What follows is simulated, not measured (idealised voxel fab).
Process module under the name voxel capacitor over wiring
Each square cell in cross-section cut measures 5 nm, and the section as a whole is 235 nm wide.
A cross-section in this document is a grid of square cells, and it is written down as bands, the top band listed before the ones below it; a band is made up of one or more rows of cells.
Top height, bottom height, nm. Materials left to right, width each, nm. Single material + "everywhere" = fills band edge to edge. "blank" = empty.
Heights are reckoned from 0. Under this level, the received wafer is all of one material. The bottommost band is open-ended downward, for example "z 0 and below".
Note: "30->40" means the width goes from the first number (top row of the band) to the second number (bottom row) in equal steps per row of cells.
It should be understood that the words "no alterations made", when stated for a given step, signify that the cross-section underwent no change in any of its cells during that step.
Entry "Closed void listing" = empty spaces >= 8 cells with no open way to the top; each as width x height at distance, distance from left edge, all nm.
On each step's line, the part that comes after the settings is the simulator's own comment on the step.
overlay nm: how far to the right of its planned place the mask lay on this masked step (negative: to the left).
The process steps that were planned are listed below
1 RECEIVE (material Si)
2 CONFORMAL_DEP (material SiO2; thk nm 15)
3 DIRECTIONAL_DEP (material TiN; thk nm 5)
4 DIRECTIONAL_DEP (material W; thk nm 20)
5 MASKED_ETCH (tone cover; mask id METAL_1; width nm 25; pitch nm 95; etch materials W; depth nm 20; overlay nm 0)
6 MASKED_ETCH (tone cover; mask id METAL_1; width nm 25; pitch nm 95; etch materials TiN; depth nm 5; overlay nm 0)
7 CONFORMAL_DEP (material SiN; thk nm 5)
8 FILL_DEP (material lowk; thk nm 5)
9 CMP (height nm 40)
10 CONFORMAL_DEP (material SiCN; thk nm 5)
11 DIRECTIONAL_DEP (material SiO2; thk nm 20)
12 MASKED_ETCH (tone open; mask id PLUG_1; width nm 15; etch materials SiO2; depth nm 20; overlay nm 0)
13 MASKED_ETCH (tone open; mask id PLUG_1; width nm 15; etch materials SiCN; depth nm 5; overlay nm 0)
14 EPI (material Ru; thk nm 10)
15 EPI (material Ru; thk nm 10)
16 EPI (material Ru; thk nm 5)
17 DIRECTIONAL_DEP (material TiN; thk nm 10)
18 DIRECTIONAL_DEP (material Al2O3; thk nm 5)
19 DIRECTIONAL_DEP (material TiN; thk nm 10)
20 DIRECTIONAL_DEP (material aC; thk nm 15)
21 PATTERN (tone cover; mask id UPPER_PLATE; material resist; width nm 75; thk nm 35; overlay nm 0)
22 DIRECTIONAL_ETCH (etch materials aC; depth nm 15)
23 STRIP (etch materials resist)
24 DIRECTIONAL_ETCH (etch materials TiN; depth nm 10)
25 DIRECTIONAL_ETCH (etch materials Al2O3; depth nm 5)
26 STRIP (etch materials aC)
27 MASKED_ETCH (tone cover; mask id LOWER_PLATE; width nm 85; etch materials TiN; depth nm 10; overlay nm 0)
28 FILL_DEP (material SiO2; thk nm 15)
29 CMP (height nm 100)
30 DIRECTIONAL_DEP (material aC; thk nm 10)
31 PATTERN (tone open; mask id PLUG_2; material resist; width nm 15; thk nm 25; overlay nm 0)
32 DIRECTIONAL_ETCH (etch materials aC; depth nm 10)
33 STRIP (etch materials resist)
34 DIRECTIONAL_ETCH (etch materials SiO2; depth nm 10)
35 STRIP (etch materials aC)
36 CONFORMAL_DEP (material TiN; thk nm 5)
37 FILL_DEP (material Ru; thk nm 10)
38 CMP (height nm 100)
39 CONFORMAL_DEP (material SiN; thk nm 5)
First of the two wafers, run per plan
as received, after step 1
    z 0 and below: Si everywhere
    Closed void listing: none
Presented here is a cross-section of the wafer after step 2 has been performed
    z 15 to 0: SiO2 everywhere
    Unchanged below 0.
Presented here is a cross-section of the wafer after step 3 has been performed
    z 20 to 15: TiN everywhere
    Unchanged below 15.
Presented here is a cross-section of the wafer after step 4 has been performed
    z 40 to 20: W everywhere
    Unchanged below 20.
Presented here is a cross-section of the wafer after step 5 has been performed
    z 40 to 20: 55 blank | 25 W | 70 blank | 25 W | 60 blank
    Unchanged below 20.
Presented here is a cross-section of the wafer after step 6 has been performed
    z 40 to 20: 55 blank | 25 W | 70 blank | 25 W | 60 blank
    z 20 to 15: 55 blank | 25 TiN | 70 blank | 25 TiN | 60 blank
    Unchanged below 15.
Presented here is a cross-section of the wafer after step 7 has been performed
    z 45 to 40: 50 blank | 35 SiN | 60 blank | 35 SiN | 55 blank
    z 40 to 20: 50 blank | 5 SiN | 25 W | 5 SiN | 60 blank | 5 SiN | 25 W | 5 SiN | 55 blank
    z 20 to 15: 55 SiN | 25 TiN | 70 SiN | 25 TiN | 60 SiN
    Unchanged below 15.
Presented here is a cross-section of the wafer after step 8 has been performed
    z 50 to 45: lowk everywhere
    z 45 to 40: 50 lowk | 35 SiN | 60 lowk | 35 SiN | 55 lowk
    z 40 to 20: 50 lowk | 5 SiN | 25 W | 5 SiN | 60 lowk | 5 SiN | 25 W | 5 SiN | 55 lowk
    Unchanged below 20.
Presented here is a cross-section of the wafer after step 9 has been performed
    z 40 to 20: 50 lowk | 5 SiN | 25 W | 5 SiN | 60 lowk | 5 SiN | 25 W | 5 SiN | 55 lowk
    Unchanged below 20.
Presented here is a cross-section of the wafer after step 10 has been performed
    z 45 to 40: SiCN everywhere
    Unchanged below 40.
Presented here is a cross-section of the wafer after step 11 has been performed
    z 65 to 45: SiO2 everywhere
    Unchanged below 45.
Presented here is a cross-section of the wafer after step 12 has been performed
    z 65 to 45: 65 SiO2 | 15 blank | 155 SiO2
    Unchanged below 45.
Presented here is a cross-section of the wafer after step 13 has been performed
    z 65 to 45: 65 SiO2 | 15 blank | 155 SiO2
    z 45 to 40: 65 SiCN | 15 blank | 155 SiCN
    Unchanged below 40.
Presented here is a cross-section of the wafer after step 14 has been performed
    z 65 to 50: 65 SiO2 | 15 blank | 155 SiO2
    z 50 to 45: 65 SiO2 | 15 Ru | 155 SiO2
    z 45 to 40: 65 SiCN | 15 Ru | 155 SiCN
    Unchanged below 40.
Presented here is a cross-section of the wafer after step 15 has been performed
    z 65 to 60: 65 SiO2 | 15 blank | 155 SiO2
    z 60 to 45: 65 SiO2 | 15 Ru | 155 SiO2
    Unchanged below 45.
Presented here is a cross-section of the wafer after step 16 has been performed
    z 65 to 45: 65 SiO2 | 15 Ru | 155 SiO2
    Unchanged below 45.
Presented here is a cross-section of the wafer after step 17 has been performed
    z 75 to 65: TiN everywhere
    Unchanged below 65.
Presented here is a cross-section of the wafer after step 18 has been performed
    z 80 to 75: Al2O3 everywhere
    Unchanged below 75.
Presented here is a cross-section of the wafer after step 19 has been performed
    z 90 to 80: TiN everywhere
    Unchanged below 80.
Presented here is a cross-section of the wafer after step 20 has been performed
    z 105 to 90: aC everywhere
    Unchanged below 90.
Presented here is a cross-section of the wafer after step 21 has been performed
    z 140 to 105: 65 blank | 75 resist | 95 blank
    Unchanged below 105.
Presented here is a cross-section of the wafer after step 22 has been performed
    z 125 to 105: 65 blank | 75 resist | 95 blank
    z 105 to 90: 65 blank | 75 aC | 95 blank
    Unchanged below 90.
Presented here is a cross-section of the wafer after step 23 has been performed
    z 105 to 90: 65 blank | 75 aC | 95 blank
    Unchanged below 90.
Presented here is a cross-section of the wafer after step 24 has been performed
    z 105 to 90: 65 blank | 75 aC | 95 blank
    z 90 to 80: 65 blank | 75 TiN | 95 blank
    Unchanged below 80.
Presented here is a cross-section of the wafer after step 25 has been performed
    z 105 to 90: 65 blank | 75 aC | 95 blank
    z 90 to 80: 65 blank | 75 TiN | 95 blank
    z 80 to 75: 65 blank | 75 Al2O3 | 95 blank
    Unchanged below 75.
Presented here is a cross-section of the wafer after step 26 has been performed
    z 90 to 80: 65 blank | 75 TiN | 95 blank
    Unchanged below 80.
Presented here is a cross-section of the wafer after step 27 has been performed
    z 90 to 80: 65 blank | 75 TiN | 95 blank
    z 80 to 75: 65 blank | 75 Al2O3 | 95 blank
    z 75 to 65: 60 blank | 85 TiN | 90 blank
    Unchanged below 65.
Presented here is a cross-section of the wafer after step 28 has been performed
    z 105 to 90: SiO2 everywhere
    z 90 to 80: 65 SiO2 | 75 TiN | 95 SiO2
    z 80 to 75: 65 SiO2 | 75 Al2O3 | 95 SiO2
    z 75 to 65: 60 SiO2 | 85 TiN | 90 SiO2
    Unchanged below 65.
Presented here is a cross-section of the wafer after step 29 has been performed
    z 100 to 90: SiO2 everywhere
    Unchanged below 90.
Presented here is a cross-section of the wafer after step 30 has been performed
    z 110 to 100: aC everywhere
    Unchanged below 100.
Presented here is a cross-section of the wafer after step 31 has been performed
    z 135 to 110: 75 resist | 15 blank | 145 resist
    Unchanged below 110.
Presented here is a cross-section of the wafer after step 32 has been performed
    z 125 to 110: 75 resist | 15 blank | 145 resist
    z 110 to 100: 75 aC | 15 blank | 145 aC
    Unchanged below 100.
Presented here is a cross-section of the wafer after step 33 has been performed
    z 110 to 100: 75 aC | 15 blank | 145 aC
    Unchanged below 100.
Presented here is a cross-section of the wafer after step 34 has been performed
    z 110 to 100: 75 aC | 15 blank | 145 aC
    z 100 to 90: 75 SiO2 | 15 blank | 145 SiO2
    Unchanged below 90.
Presented here is a cross-section of the wafer after step 35 has been performed
    z 100 to 90: 75 SiO2 | 15 blank | 145 SiO2
    Unchanged below 90.
Presented here is a cross-section of the wafer after step 36 has been performed
    z 105 to 100: 80 TiN | 5 blank | 150 TiN
    z 100 to 95: 75 SiO2 | 5 TiN | 5 blank | 5 TiN | 145 SiO2
    z 95 to 90: 75 SiO2 | 15 TiN | 145 SiO2
    Unchanged below 90.
Presented here is a cross-section of the wafer after step 37 has been performed
    z 115 to 105: Ru everywhere
    z 105 to 100: 80 TiN | 5 Ru | 150 TiN
    z 100 to 95: 75 SiO2 | 5 TiN | 5 Ru | 5 TiN | 145 SiO2
    Unchanged below 95.
Presented here is a cross-section of the wafer after step 38 has been performed
    z 100 to 95: 75 SiO2 | 5 TiN | 5 Ru | 5 TiN | 145 SiO2
    Unchanged below 95.
Presented here is a cross-section of the wafer after step 39 has been performed
    z 105 to 100: SiN everywhere
    Unchanged below 100.
Wafer two of the pair: same origin, same plan, one error during the run; identical to wafer one up to and including step 2
Cross-section of the second wafer corresponding to the planned conclusion of step 3
    z 35 to 15: W everywhere
    Unchanged below 15.
Cross-section of the second wafer corresponding to the planned conclusion of step 4
    z 40 to 35: TiN everywhere
    Unchanged below 35.
Cross-section of the second wafer corresponding to the planned conclusion of step 5: no alterations made
Cross-section of the second wafer corresponding to the planned conclusion of step 6
    z 40 to 35: 55 blank | 25 TiN | 70 blank | 25 TiN | 60 blank
    Unchanged below 35.
Cross-section of the second wafer corresponding to the planned conclusion of step 7
    z 45 to 40: 50 blank | 35 SiN | 60 blank | 35 SiN | 55 blank
    z 40 to 35: 55 SiN | 25 TiN | 70 SiN | 25 TiN | 60 SiN
    Unchanged below 35.
Cross-section of the second wafer corresponding to the planned conclusion of step 8
    z 50 to 45: lowk everywhere
    z 45 to 40: 50 lowk | 35 SiN | 60 lowk | 35 SiN | 55 lowk
    Unchanged below 40.
Cross-section of the second wafer corresponding to the planned conclusion of step 9
    z 40 to 35: 55 SiN | 25 TiN | 70 SiN | 25 TiN | 60 SiN
    Unchanged below 35.
Cross-section of the second wafer corresponding to the planned conclusion of step 10
    z 45 to 40: SiCN everywhere
    Unchanged below 40.
Cross-section of the second wafer corresponding to the planned conclusion of step 11
    z 65 to 45: SiO2 everywhere
    Unchanged below 45.
Cross-section of the second wafer corresponding to the planned conclusion of step 12
    z 65 to 45: 65 SiO2 | 15 blank | 155 SiO2
    Unchanged below 45.
Cross-section of the second wafer corresponding to the planned conclusion of step 13
    z 65 to 45: 65 SiO2 | 15 blank | 155 SiO2
    z 45 to 40: 65 SiCN | 15 blank | 155 SiCN
    Unchanged below 40.
Cross-section of the second wafer corresponding to the planned conclusion of step 14
    z 65 to 50: 65 SiO2 | 15 blank | 155 SiO2
    z 50 to 45: 65 SiO2 | 15 Ru | 155 SiO2
    z 45 to 40: 65 SiCN | 15 Ru | 155 SiCN
    Unchanged below 40.
Cross-section of the second wafer corresponding to the planned conclusion of step 15
    z 65 to 60: 65 SiO2 | 15 blank | 155 SiO2
    z 60 to 45: 65 SiO2 | 15 Ru | 155 SiO2
    Unchanged below 45.
Cross-section of the second wafer corresponding to the planned conclusion of step 16
    z 65 to 45: 65 SiO2 | 15 Ru | 155 SiO2
    Unchanged below 45.
Cross-section of the second wafer corresponding to the planned conclusion of step 17
    z 75 to 65: TiN everywhere
    Unchanged below 65.
Cross-section of the second wafer corresponding to the planned conclusion of step 18
    z 80 to 75: Al2O3 everywhere
    Unchanged below 75.
Cross-section of the second wafer corresponding to the planned conclusion of step 19
    z 90 to 80: TiN everywhere
    Unchanged below 80.
Cross-section of the second wafer corresponding to the planned conclusion of step 20
    z 105 to 90: aC everywhere
    Unchanged below 90.
Cross-section of the second wafer corresponding to the planned conclusion of step 21
    z 140 to 105: 65 blank | 75 resist | 95 blank
    Unchanged below 105.
Cross-section of the second wafer corresponding to the planned conclusion of step 22
    z 125 to 105: 65 blank | 75 resist | 95 blank
    z 105 to 90: 65 blank | 75 aC | 95 blank
    Unchanged below 90.
Cross-section of the second wafer corresponding to the planned conclusion of step 23
    z 105 to 90: 65 blank | 75 aC | 95 blank
    Unchanged below 90.
Cross-section of the second wafer corresponding to the planned conclusion of step 24
    z 105 to 90: 65 blank | 75 aC | 95 blank
    z 90 to 80: 65 blank | 75 TiN | 95 blank
    Unchanged below 80.
Cross-section of the second wafer corresponding to the planned conclusion of step 25
    z 105 to 90: 65 blank | 75 aC | 95 blank
    z 90 to 80: 65 blank | 75 TiN | 95 blank
    z 80 to 75: 65 blank | 75 Al2O3 | 95 blank
    Unchanged below 75.
Cross-section of the second wafer corresponding to the planned conclusion of step 26
    z 90 to 80: 65 blank | 75 TiN | 95 blank
    Unchanged below 80.
Cross-section of the second wafer corresponding to the planned conclusion of step 27
    z 90 to 80: 65 blank | 75 TiN | 95 blank
    z 80 to 75: 65 blank | 75 Al2O3 | 95 blank
    z 75 to 65: 60 blank | 85 TiN | 90 blank
    Unchanged below 65.
Cross-section of the second wafer corresponding to the planned conclusion of step 28
    z 105 to 90: SiO2 everywhere
    z 90 to 80: 65 SiO2 | 75 TiN | 95 SiO2
    z 80 to 75: 65 SiO2 | 75 Al2O3 | 95 SiO2
    z 75 to 65: 60 SiO2 | 85 TiN | 90 SiO2
    Unchanged below 65.
Cross-section of the second wafer corresponding to the planned conclusion of step 29
    z 100 to 90: SiO2 everywhere
    Unchanged below 90.
Cross-section of the second wafer corresponding to the planned conclusion of step 30
    z 110 to 100: aC everywhere
    Unchanged below 100.
Cross-section of the second wafer corresponding to the planned conclusion of step 31
    z 135 to 110: 75 resist | 15 blank | 145 resist
    Unchanged below 110.
Cross-section of the second wafer corresponding to the planned conclusion of step 32
    z 125 to 110: 75 resist | 15 blank | 145 resist
    z 110 to 100: 75 aC | 15 blank | 145 aC
    Unchanged below 100.
Cross-section of the second wafer corresponding to the planned conclusion of step 33
    z 110 to 100: 75 aC | 15 blank | 145 aC
    Unchanged below 100.
Cross-section of the second wafer corresponding to the planned conclusion of step 34
    z 110 to 100: 75 aC | 15 blank | 145 aC
    z 100 to 90: 75 SiO2 | 15 blank | 145 SiO2
    Unchanged below 90.
Cross-section of the second wafer corresponding to the planned conclusion of step 35
    z 100 to 90: 75 SiO2 | 15 blank | 145 SiO2
    Unchanged below 90.
Cross-section of the second wafer corresponding to the planned conclusion of step 36
    z 105 to 100: 80 TiN | 5 blank | 150 TiN
    z 100 to 95: 75 SiO2 | 5 TiN | 5 blank | 5 TiN | 145 SiO2
    z 95 to 90: 75 SiO2 | 15 TiN | 145 SiO2
    Unchanged below 90.
Cross-section of the second wafer corresponding to the planned conclusion of step 37
    z 115 to 105: Ru everywhere
    z 105 to 100: 80 TiN | 5 Ru | 150 TiN
    z 100 to 95: 75 SiO2 | 5 TiN | 5 Ru | 5 TiN | 145 SiO2
    Unchanged below 95.
Cross-section of the second wafer corresponding to the planned conclusion of step 38
    z 100 to 95: 75 SiO2 | 5 TiN | 5 Ru | 5 TiN | 145 SiO2
    Unchanged below 95.
Cross-section of the second wafer corresponding to the planned conclusion of step 39
    z 105 to 100: SiN everywhere
    Unchanged below 100.
Nonconformance to the process plan: mixed up steps 3 and 4 - ran each in the other's place
At the finish, the second wafer shows more or fewer cells for some materials than the first does: 16 fewer of SiN | 148 more of W | 132 fewer of lowk
